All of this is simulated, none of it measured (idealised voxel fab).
process module | voxel fin reveal
cross-section cut | 170 nm wide | cells 5 nm
How to read a cross-section here: the picture is a grid of square cells, written as bands going from the top down, and any band can span one or more rows of cells. Heights first: top, then bottom, in nm. Then materials, left to right, each with a width in nm. "edge to edge" on a single material: fills the band edge to edge. "blank": empty space. Heads up on the height convention: 0 is the point under which the incoming wafer is all one material, and the lowest band has no bottom, it just keeps going down, like "top 0, no bottom". Width spec "30->40" -> top row of cells at first value, bottom row at second value, equal per-row change in between. Step marked "no modifications"? Then no cell in the cross-section changed in it. "Encapsulated voids" enumerates empty spaces isolated from the top, with no open way to it, that contain at least 8 cells, giving each as width x height at distance from the left edge, all three in nm. Past the settings on a step's line: simulator remark, on that step. Steps that use a mask can have "overlay nm" on their line. It says how far the mask sat to the right of where it was meant to be. Negative means to the left.
Process steps (planned)
1 RECEIVE | material Si
2 CONFORMAL_DEP | material SiN | thk nm 5
3 MASKED_ETCH | tone cover | mask id FINS | width nm 15 | pitch nm 35 | etch materials SiN | depth nm 5 | overlay nm 0
4 MASKED_ETCH | tone cover | mask id FINS | width nm 15 | pitch nm 35 | etch materials Si | depth nm 25 | overlay nm 0
5 FILL_DEP | material SiO2 | thk nm 10
6 CMP | height nm 5
7 SELECTIVE_ETCH | etch materials SiO2 | depth nm 30
8 STRIP | etch materials SiN
9 CONFORMAL_DEP | material SiO2 | thk nm 5
The depth nm used in step 4 is not the same on every wafer, whereas the starting condition is; the value printed in the plan is the first wafer's.
Incoming state of the first of several wafers in cross-section: after step 1
    top 0, no bottom | Si edge to edge
    Encapsulated voids: none
Below is a per-wafer table. In it, each row describes the wafer at the end of the module by giving, for each material, the number of cells gained (+) or lost (-) since the wafer was received, and after that the closed voids of the wafer
depth nm 25; -125 Si; +64 SiO2; Encapsulated voids: none
depth nm 30; -150 Si; +89 SiO2; Encapsulated voids: none
depth nm 35; -175 Si; +114 SiO2; Encapsulated voids: none
depth nm 40; -200 Si; +139 SiO2; Encapsulated voids: none
depth nm 45; -225 Si; +164 SiO2; Encapsulated voids: none
depth nm 50; -250 Si; +189 SiO2; Encapsulated voids: none
